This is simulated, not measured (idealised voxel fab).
The name of this process module is voxel wiring stack.
The width of the displayed cross-section, cut, is 260 nm; its cells are square, with a size of 5 nm.
Cross-sections here: square-cell grids, written as top-down lists of bands, a band being one or more rows of cells.
Band entry format. Leading values: height of top, height of bottom, nm. Remainder: materials in left-to-right order, each with its width in nm. Special words: "all across" on a single material, which then fills the band edge to edge; "empty", empty space.
Height is counted from the level 0, under which the received wafer is composed throughout of one material. The lowest of the bands is not closed at the bottom but continues downward, in the notation "0 -> down".
A two-number width, for instance "30..40", indicates that the width is equal to the first number in the top row of the band and to the second number in the bottom row, and that it changes by a constant amount per row of cells.
It should be understood that the words "no modifications", when stated for a given step, signify that the cross-section underwent no change in any of its cells during that step.
If an empty space has no open way to the top and is at least 8 cells in size, "Closed void register" lists it, written width x height at distance, where distance is measured from the left edge and every value is in nm.
If you see something after the settings on a step's line, that's the simulator's own remark about that step.
Each step line may optionally specify "overlay nm", which for a step with a mask gives the rightward distance between the mask's planned place and where it lay, a negative value indicating the leftward direction.
Planned process steps:
- 1: RECEIVE: material Si
- 2: CONFORMAL_DEP: material SiO2, thk nm 15
- 3: DIRECTIONAL_DEP: material TiN, thk nm 5
- 4: DIRECTIONAL_DEP: material W, thk nm 20
- 5: PATTERN: tone cover, mask id METAL_1, material resist, width nm 20, pitch nm 45, thk nm 15, overlay nm 0
- 6: DIRECTIONAL_ETCH: etch materials W, depth nm 20
- 7: DIRECTIONAL_ETCH: etch materials TiN, depth nm 5
- 8: STRIP: etch materials resist
- 9: FILL_DEP: material SiO2, thk nm 10
- 10: CMP: height nm 40
- 11: CONFORMAL_DEP: material SiCN, thk nm 5
- 12: DIRECTIONAL_DEP: material lowk, thk nm 30
- 13: DIRECTIONAL_DEP: material aC, thk nm 10
- 14: PATTERN: tone open, mask id METAL_2_HOLES, material resist, width nm 15, pitch nm 90, thk nm 30, overlay nm 0
- 15: DIRECTIONAL_ETCH: etch materials aC, depth nm 10
- 16: STRIP: etch materials resist
- 17: DIRECTIONAL_ETCH: etch materials lowk, depth nm 30
- 18: STRIP: etch materials aC
- 19: PATTERN: tone open, mask id METAL_2, material resist, width nm 20, pitch nm 45, thk nm 15, overlay nm 0
- 20: DIRECTIONAL_ETCH: etch materials lowk, depth nm 20
- 21: DIRECTIONAL_ETCH: etch materials SiCN, depth nm 5
- 22: STRIP: etch materials resist
- 23: CONFORMAL_DEP: material TiN, thk nm 5
- 24: FILL_DEP: material Ru, thk nm 5
- 25: CMP: height nm 75
- 26: CONFORMAL_DEP: material SiCN, thk nm 5
- 27: DIRECTIONAL_DEP: material lowk, thk nm 10
- 28: DIRECTIONAL_DEP: material aC, thk nm 15
- 29: PATTERN: tone open, mask id PLUG_2, material resist, width nm 15, pitch nm 45, thk nm 30, overlay nm 0
- 30: DIRECTIONAL_ETCH: etch materials aC, depth nm 15
- 31: STRIP: etch materials resist
- 32: DIRECTIONAL_ETCH: etch materials lowk, depth nm 10
- 33: DIRECTIONAL_ETCH: etch materials SiCN, depth nm 5
- 34: STRIP: etch materials aC
- 35: CONFORMAL_DEP: material TiN, thk nm 5
- 36: FILL_DEP: material Ru, thk nm 10
- 37: CMP: height nm 90
- 38: DIRECTIONAL_DEP: material TiN, thk nm 5
- 39: DIRECTIONAL_DEP: material W, thk nm 15
- 40: PATTERN: tone cover, mask id METAL_3, material resist, width nm 20, pitch nm 45, thk nm 15, overlay nm 0
- 41: DIRECTIONAL_ETCH: etch materials W, depth nm 15
- 42: DIRECTIONAL_ETCH: etch materials TiN, depth nm 5
- 43: STRIP: etch materials resist
- 44: FILL_DEP: material lowk, thk nm 5
- 45: CMP: height nm 110
- 46: CONFORMAL_DEP: material SiN, thk nm 5
Cross-section of the wafer upon arrival, representing the state reached after step 1:
* 0 -> down | Si all across
* Closed void register: none
The plan above was carried out on the starting structure above with one mistake, and this cross-section shows the wafer at the end of the module:
* 115 -> 110 | SiN all across
* 110 -> 95 | W 50 / lowk 20 / W 25 / lowk 20 / W 25 / lowk 20 / W 25 / lowk 20 / W 55
* 95 -> 90 | TiN 50 / lowk 20 / TiN 25 / lowk 20 / TiN 25 / lowk 20 / TiN 25 / lowk 20 / TiN 55
* 90 -> 80 | lowk 50 / TiN 5 / Ru 5 / TiN 5 / lowk 30 / TiN 5 / Ru 5 / TiN 5 / lowk 30 / TiN 5 / Ru 5 / TiN 5 / lowk 30 / TiN 5 / Ru 5 / TiN 5 / lowk 60
* 80 -> 75 | SiCN 50 / TiN 15 / SiCN 30 / TiN 15 / SiCN 30 / TiN 15 / SiCN 30 / TiN 15 / SiCN 60
* 75 -> 60 | lowk 50 / TiN 5 / Ru 10 / TiN 5 / lowk 25 / TiN 5 / Ru 10 / TiN 5 / lowk 25 / TiN 5 / Ru 10 / TiN 5 / lowk 25 / TiN 5 / Ru 10 / TiN 5 / lowk 55
* 60 -> 55 | lowk 50 / TiN 5 / Ru 5 / TiN 10 / lowk 25 / TiN 20 / lowk 25 / TiN 5 / Ru 5 / TiN 10 / lowk 25 / TiN 20 / lowk 55
* 55 -> 45 | lowk 50 / TiN 5 / Ru 5 / TiN 5 / lowk 75 / TiN 5 / Ru 5 / TiN 5 / lowk 105
* 45 -> 40 | SiCN 50 / TiN 15 / SiCN 75 / TiN 15 / SiCN 105
* 40 -> 20 | SiO2 50 / W 20 / SiO2 25 / W 20 / SiO2 25 / W 20 / SiO2 25 / W 20 / SiO2 55
* 20 -> 15 | SiO2 50 / TiN 20 / SiO2 25 / TiN 20 / SiO2 25 / TiN 20 / SiO2 25 / TiN 20 / SiO2 55
* 15 -> 0 | SiO2 all across
* 0 -> down | Si all across
* Closed void register: none
What was the processing mistake? step 40 was run on a setting that differed from the plan, and what really ran there is PATTERN: tone open, mask id METAL_3, material resist, width nm 20, pitch nm 45, thk nm 15, overlay nm 0
